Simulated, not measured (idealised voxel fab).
The process module presented herein is designated voxel self aligned vias.
It is cross-section cut that appears here, measuring 215 nm in width, its square cells being 5 nm in size.
In what follows, cross-sections appear as grids of square cells, described through bands that run from the top down, where every band is one or more rows of cells. Heads up on the band format: heights come first, top then bottom, in nm. After that it's the materials left to right, each with its width in nm. A single material flagged "everywhere" fills the whole band edge to edge, and "empty" means there's empty space there. A quick word on heights: they are counted from 0, and under that level the wafer as it came to us is one material throughout. The lowest band is different from the rest in having no bottom; it simply continues downward, written as in "0..down". Width: "30->40" (first number = top row, second number = bottom row, same change from row to row of cells). Basically "stayed the same" means that step didn't change any cell in the cross-section. Fully sealed cavities: empty space of 8 cells or more with no open way to the top, each as width x height at its distance from the left edge, in nm. On a step's line, text after the settings is the simulator commenting on that step. You can add "overlay nm" to a step's line. For a step with a mask, it describes how far the mask lay to the right of its planned position, and a negative number describes a lay to the left.

Planned step list for the process
- 1: RECEIVE,material Si
- 2: CONFORMAL_DEP,material SiO2,thk nm 15
- 3: CONFORMAL_DEP,material SiCN,thk nm 5
- 4: DIRECTIONAL_DEP,material lowk,thk nm 30
- 5: PATTERN,tone open,mask id LINES,material resist,width nm 30,pitch nm 70,thk nm 15,overlay nm 0
- 6: DIRECTIONAL_ETCH,etch materials lowk,depth nm 30
- 7: STRIP,etch materials resist
- 8: CONFORMAL_DEP,material TiN,thk nm 5
- 9: FILL_DEP,material W,thk nm 10
- 10: CMP,height nm 50
- 11: SELECTIVE_ETCH,etch materials W Ru TiN,depth nm 5
- 12: FILL_DEP,material SiN,thk nm 5
- 13: CMP,height nm 50
- 14: DIRECTIONAL_DEP,material lowk,thk nm 15
- 15: MASKED_ETCH,tone open,mask id VIAS,width nm 50,pitch nm 70,etch materials lowk,depth nm 15,overlay nm 0
- 16: MASKED_ETCH,tone open,mask id VIAS,width nm 50,pitch nm 70,etch materials SiN,depth nm 5,overlay nm 0
- 17: CONFORMAL_DEP,material TiN,thk nm 5
- 18: FILL_DEP,material W,thk nm 5
- 19: CMP,height nm 65
- 20: CONFORMAL_DEP,material SiCN,thk nm 5

Account of the first of two wafers, which was processed as intended

Cross-section of the wafer upon arrival, representing the state reached after step 1
* 0..down: Si everywhere
* Fully sealed cavities: none

After step 2: wafer cross-section
* 15..0: SiO2 everywhere
* All layers under 0 are left as they were.

After step 3: wafer cross-section
* 20..15: SiCN everywhere
* All layers under 15 are left as they were.

After step 4: wafer cross-section
* 50..20: lowk everywhere
* All layers under 20 are left as they were.

After step 5: wafer cross-section
* 65..50: 55 of resist / 30 of empty / 40 of resist / 30 of empty / 60 of resist
* All layers under 50 are left as they were.

After step 6: wafer cross-section
* 65..50: 55 of resist / 30 of empty / 40 of resist / 30 of empty / 60 of resist
* 50..20: 55 of lowk / 30 of empty / 40 of lowk / 30 of empty / 60 of lowk
* All layers under 20 are left as they were.

After step 7: wafer cross-section
* 50..20: 55 of lowk / 30 of empty / 40 of lowk / 30 of empty / 60 of lowk
* All layers under 20 are left as they were.

After step 8: wafer cross-section
* 55..50: 60 of TiN / 20 of empty / 50 of TiN / 20 of empty / 65 of TiN
* 50..25: 55 of lowk / 5 of TiN / 20 of empty / 5 of TiN / 40 of lowk / 5 of TiN / 20 of empty / 5 of TiN / 60 of lowk
* 25..20: 55 of lowk / 30 of TiN / 40 of lowk / 30 of TiN / 60 of lowk
* All layers under 20 are left as they were.

After step 9: wafer cross-section
* 65..55: W everywhere
* 55..50: 60 of TiN / 20 of W / 50 of TiN / 20 of W / 65 of TiN
* 50..25: 55 of lowk / 5 of TiN / 20 of W / 5 of TiN / 40 of lowk / 5 of TiN / 20 of W / 5 of TiN / 60 of lowk
* All layers under 25 are left as they were.

After step 10: wafer cross-section
* 50..25: 55 of lowk / 5 of TiN / 20 of W / 5 of TiN / 40 of lowk / 5 of TiN / 20 of W / 5 of TiN / 60 of lowk
* All layers under 25 are left as they were.

After step 11: wafer cross-section
* 50..45: 55 of lowk / 30 of empty / 40 of lowk / 30 of empty / 60 of lowk
* All layers under 45 are left as they were.

After step 12: wafer cross-section
* 55..50: SiN everywhere
* 50..45: 55 of lowk / 30 of SiN / 40 of lowk / 30 of SiN / 60 of lowk
* All layers under 45 are left as they were.

After step 13: wafer cross-section
* 50..45: 55 of lowk / 30 of SiN / 40 of lowk / 30 of SiN / 60 of lowk
* All layers under 45 are left as they were.

After step 14: wafer cross-section
* 65..50: lowk everywhere
* All layers under 50 are left as they were.

After step 15: wafer cross-section
* 65..50: 45 of lowk / 50 of empty / 20 of lowk / 50 of empty / 50 of lowk
* All layers under 50 are left as they were.

After step 16: wafer cross-section
* 65..50: 45 of lowk / 50 of empty / 20 of lowk / 50 of empty / 50 of lowk
* 50..45: 55 of lowk / 30 of empty / 40 of lowk / 30 of empty / 60 of lowk
* All layers under 45 are left as they were.

After step 17: wafer cross-section
* 70..65: 50 of TiN / 40 of empty / 30 of TiN / 40 of empty / 55 of TiN
* 65..55: 45 of lowk / 5 of TiN / 40 of empty / 5 of TiN / 20 of lowk / 5 of TiN / 40 of empty / 5 of TiN / 50 of lowk
* 55..50: 45 of lowk / 15 of TiN / 20 of empty / 15 of TiN / 20 of lowk / 15 of TiN / 20 of empty / 15 of TiN / 50 of lowk
* 50..45: 55 of lowk / 30 of TiN / 40 of lowk / 30 of TiN / 60 of lowk
* All layers under 45 are left as they were.

After step 18: wafer cross-section
* 75..70: W everywhere
* 70..65: 50 of TiN / 40 of W / 30 of TiN / 40 of W / 55 of TiN
* 65..55: 45 of lowk / 5 of TiN / 40 of W / 5 of TiN / 20 of lowk / 5 of TiN / 40 of W / 5 of TiN / 50 of lowk
* 55..50: 45 of lowk / 15 of TiN / 20 of W / 15 of TiN / 20 of lowk / 15 of TiN / 20 of W / 15 of TiN / 50 of lowk
* All layers under 50 are left as they were.

After step 19: wafer cross-section
* 65..55: 45 of lowk / 5 of TiN / 40 of W / 5 of TiN / 20 of lowk / 5 of TiN / 40 of W / 5 of TiN / 50 of lowk
* All layers under 55 are left as they were.

After step 20: wafer cross-section
* 70..65: SiCN everywhere
* All layers under 65 are left as they were.

Second wafer - shared start and plan with the first - one error in running - same as the first up to step 1 inclusive

What the second wafer looks like in cross-section when step 2 should have wrapped up: stayed the same

What the second wafer looks like in cross-section when step 3 should have wrapped up
* 5..0: SiCN everywhere
* All layers under 0 are left as they were.

What the second wafer looks like in cross-section when step 4 should have wrapped up
* 35..5: lowk everywhere
* All layers under 5 are left as they were.

What the second wafer looks like in cross-section when step 5 should have wrapped up
* 50..35: 55 of resist / 30 of empty / 40 of resist / 30 of empty / 60 of resist
* All layers under 35 are left as they were.

What the second wafer looks like in cross-section when step 6 should have wrapped up
* 50..35: 55 of resist / 30 of empty / 40 of resist / 30 of empty / 60 of resist
* 35..5: 55 of lowk / 30 of empty / 40 of lowk / 30 of empty / 60 of lowk
* All layers under 5 are left as they were.

What the second wafer looks like in cross-section when step 7 should have wrapped up
* 35..5: 55 of lowk / 30 of empty / 40 of lowk / 30 of empty / 60 of lowk
* All layers under 5 are left as they were.

What the second wafer looks like in cross-section when step 8 should have wrapped up
* 40..35: 60 of TiN / 20 of empty / 50 of TiN / 20 of empty / 65 of TiN
* 35..10: 55 of lowk / 5 of TiN / 20 of empty / 5 of TiN / 40 of lowk / 5 of TiN / 20 of empty / 5 of TiN / 60 of lowk
* 10..5: 55 of lowk / 30 of TiN / 40 of lowk / 30 of TiN / 60 of lowk
* All layers under 5 are left as they were.

What the second wafer looks like in cross-section when step 9 should have wrapped up
* 50..40: W everywhere
* 40..35: 60 of TiN / 20 of W / 50 of TiN / 20 of W / 65 of TiN
* 35..10: 55 of lowk / 5 of TiN / 20 of W / 5 of TiN / 40 of lowk / 5 of TiN / 20 of W / 5 of TiN / 60 of lowk
* All layers under 10 are left as they were.

What the second wafer looks like in cross-section when step 10 should have wrapped up: stayed the same

What the second wafer looks like in cross-section when step 11 should have wrapped up
* 45..40: W everywhere
* All layers under 40 are left as they were.

What the second wafer looks like in cross-section when step 12 should have wrapped up
* 50..45: SiN everywhere
* All layers under 45 are left as they were.

What the second wafer looks like in cross-section when step 13 should have wrapped up: stayed the same

What the second wafer looks like in cross-section when step 14 should have wrapped up
* 65..50: lowk everywhere
* All layers under 50 are left as they were.

What the second wafer looks like in cross-section when step 15 should have wrapped up
* 65..50: 45 of lowk / 50 of empty / 20 of lowk / 50 of empty / 50 of lowk
* All layers under 50 are left as they were.

What the second wafer looks like in cross-section when step 16 should have wrapped up
* 65..50: 45 of lowk / 50 of empty / 20 of lowk / 50 of empty / 50 of lowk
* 50..45: 45 of SiN / 50 of empty / 20 of SiN / 50 of empty / 50 of SiN
* All layers under 45 are left as they were.

What the second wafer looks like in cross-section when step 17 should have wrapped up
* 70..65: 50 of TiN / 40 of empty / 30 of TiN / 40 of empty / 55 of TiN
* 65..50: 45 of lowk / 5 of TiN / 40 of empty / 5 of TiN / 20 of lowk / 5 of TiN / 40 of empty / 5 of TiN / 50 of lowk
* 50..45: 45 of SiN / 50 of TiN / 20 of SiN / 50 of TiN / 50 of SiN
* All layers under 45 are left as they were.

What the second wafer looks like in cross-section when step 18 should have wrapped up
* 75..70: W everywhere
* 70..65: 50 of TiN / 40 of W / 30 of TiN / 40 of W / 55 of TiN
* 65..50: 45 of lowk / 5 of TiN / 40 of W / 5 of TiN / 20 of lowk / 5 of TiN / 40 of W / 5 of TiN / 50 of lowk
* All layers under 50 are left as they were.

What the second wafer looks like in cross-section when step 19 should have wrapped up
* 65..50: 45 of lowk / 5 of TiN / 40 of W / 5 of TiN / 20 of lowk / 5 of TiN / 40 of W / 5 of TiN / 50 of lowk
* All layers under 50 are left as they were.

What the second wafer looks like in cross-section when step 20 should have wrapped up
* 70..65: SiCN everywhere
* All layers under 65 are left as they were.
So what did we get wrong on this run? plan step 2 was not performed, having been skipped
Upon completion, the second wafer contains, in terms of cells, a greater or smaller amount of certain materials than the first wafer: SiN +23 | SiO2 -129 | TiN +39 | W +67
